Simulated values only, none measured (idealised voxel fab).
Process module name: voxel released beams
Square cell edge 5 nm, section width 195 nm, ID cut.
Each cross-section below is a grid of square cells, stated as bands in top-down order, with one or more rows of cells making up each band. In this notation a band is specified by the heights of its top and bottom, in that order and in nm, after which its materials appear from left to right, each paired with its width in nm. The word "all across" attached to a single material means that material fills the band from edge to edge; the word "air" stands for empty space. Note: height 0 marks the level under which the wafer is uniformly one material as received. Lowest band unbounded below, written "top 0, no bottom". The width entry "30..40" should be interpreted row by row: the top row of cells in the band takes the first number, the bottom row takes the second number, and the change between adjacent rows is uniform throughout. "stayed the same" -> step changed no cross-section cell. Listed in "Enclosed empty spaces": every empty space of 8 or more cells without an open way to the top. Form: width x height at distance, the distance being from the left edge, all in nm. If you see something after the settings on a step's line, that's the simulator's own remark about that step. For masked steps, "overlay nm" on the step line gives how far right of plan the mask actually lay; a minus sign means it lay to the left.

### Process steps foreseen in the plan
1,RECEIVE with material Si
2,CONFORMAL_DEP with material SiN, thk nm 10
3,DIRECTIONAL_DEP with material SiO2, thk nm 10
4,DIRECTIONAL_DEP with material aC, thk nm 10
5,PATTERN with tone open, mask id ANCHOR, material resist, width nm 45, thk nm 25, overlay nm 0
6,DIRECTIONAL_ETCH with etch materials aC, depth nm 10
7,STRIP with etch materials resist
8,DIRECTIONAL_ETCH with etch materials SiO2, depth nm 10
9,STRIP with etch materials aC
10,CONFORMAL_DEP with material polySi, thk nm 15
11,DIRECTIONAL_DEP with material aC, thk nm 15
12,PATTERN with tone cover, mask id BEAM, material resist, width nm 100, thk nm 30, overlay nm 0
13,DIRECTIONAL_ETCH with etch materials aC, depth nm 15
14,STRIP with etch materials resist
15,DIRECTIONAL_ETCH with etch materials polySi, depth nm 15
16,STRIP with etch materials aC
17,STRIP with etch materials SiO2

### What follows covers the first of two wafers; it ran as planned

### Shown in cross-section is the wafer as received, that is, as it stands after step 1
    top 0, no bottom = Si all across
    Enclosed empty spaces: none

### Wafer after step 2 (cross-section)
    top 10, bottom 0 = SiN all across
    below 0: unchanged

### Wafer after step 3 (cross-section)
    top 20, bottom 10 = SiO2 all across
    below 10: unchanged

### Wafer after step 4 (cross-section)
    top 30, bottom 20 = aC all across
    below 20: unchanged

### Wafer after step 5 (cross-section)
    top 55, bottom 30 = resist: 50 / air: 45 / resist: 100
    below 30: unchanged

### Wafer after step 6 (cross-section)
    top 45, bottom 30 = resist: 50 / air: 45 / resist: 100
    top 30, bottom 20 = aC: 50 / air: 45 / aC: 100
    below 20: unchanged

### Wafer after step 7 (cross-section)
    top 30, bottom 20 = aC: 50 / air: 45 / aC: 100
    below 20: unchanged

### Wafer after step 8 (cross-section)
    top 30, bottom 20 = aC: 50 / air: 45 / aC: 100
    top 20, bottom 10 = SiO2: 50 / air: 45 / SiO2: 100
    below 10: unchanged

### Wafer after step 9 (cross-section)
    top 20, bottom 10 = SiO2: 50 / air: 45 / SiO2: 100
    below 10: unchanged

### Wafer after step 10 (cross-section)
    top 35, bottom 25 = polySi: 65 / air: 15 / polySi: 115
    top 25, bottom 20 = polySi all across
    top 20, bottom 10 = SiO2: 50 / polySi: 45 / SiO2: 100
    below 10: unchanged

### Wafer after step 11 (cross-section)
    top 50, bottom 40 = aC: 65 / air: 15 / aC: 115
    top 40, bottom 35 = aC all across
    top 35, bottom 25 = polySi: 65 / aC: 15 / polySi: 115
    below 25: unchanged

### Wafer after step 12 (cross-section)
    top 80, bottom 50 = air: 45 / resist: 100 / air: 50
    top 50, bottom 40 = aC: 65 / resist: 15 / aC: 115
    below 40: unchanged

### Wafer after step 13 (cross-section)
    top 65, bottom 50 = air: 45 / resist: 100 / air: 50
    top 50, bottom 40 = air: 45 / aC: 20 / resist: 15 / aC: 65 / air: 50
    top 40, bottom 35 = air: 45 / aC: 100 / air: 50
    below 35: unchanged

### Wafer after step 14 (cross-section)
    top 50, bottom 40 = air: 45 / aC: 20 / air: 15 / aC: 65 / air: 50
    below 40: unchanged

### Wafer after step 15 (cross-section)
    top 50, bottom 40 = air: 45 / aC: 20 / air: 15 / aC: 65 / air: 50
    top 40, bottom 35 = air: 45 / aC: 100 / air: 50
    top 35, bottom 25 = air: 45 / polySi: 20 / aC: 15 / polySi: 65 / air: 50
    top 25, bottom 20 = air: 45 / polySi: 100 / air: 50
    below 20: unchanged

### Wafer after step 16 (cross-section)
    top 35, bottom 25 = air: 45 / polySi: 20 / air: 15 / polySi: 65 / air: 50
    below 25: unchanged

### Wafer after step 17 (cross-section)
    top 35, bottom 25 = air: 45 / polySi: 20 / air: 15 / polySi: 65 / air: 50
    top 25, bottom 20 = air: 45 / polySi: 100 / air: 50
    top 20, bottom 10 = air: 50 / polySi: 45 / air: 100
    below 10: unchanged

### Okay, second wafer. Nothing different at the start, nothing different in the plan, just one mistake somewhere in the running. As far as step 9, counting that step, it's the first wafer all over again

### X-section, second wafer, when step 10 was due to finish
    top 50, bottom 20 = polySi all across
    top 20, bottom 10 = SiO2: 50 / polySi: 45 / SiO2: 100
    below 10: unchanged

### X-section, second wafer, when step 11 was due to finish
    top 65, bottom 50 = aC all across
    below 50: unchanged

### X-section, second wafer, when step 12 was due to finish
    top 95, bottom 65 = air: 45 / resist: 100 / air: 50
    below 65: unchanged

### X-section, second wafer, when step 13 was due to finish
    top 80, bottom 65 = air: 45 / resist: 100 / air: 50
    top 65, bottom 50 = air: 45 / aC: 100 / air: 50
    below 50: unchanged

### X-section, second wafer, when step 14 was due to finish
    top 65, bottom 50 = air: 45 / aC: 100 / air: 50
    below 50: unchanged

### X-section, second wafer, when step 15 was due to finish
    top 65, bottom 50 = air: 45 / aC: 100 / air: 50
    top 50, bottom 35 = air: 45 / polySi: 100 / air: 50
    below 35: unchanged

### X-section, second wafer, when step 16 was due to finish
    top 50, bottom 35 = air: 45 / polySi: 100 / air: 50
    below 35: unchanged

X-section, second wafer, when step 17 was due to finish: stayed the same
Plan not followed: step 10 of the plan was carried out twice
Upon completion, the second wafer contains, in terms of cells, a greater or smaller amount of certain materials than the first wafer: +60 SiO2, +123 polySi
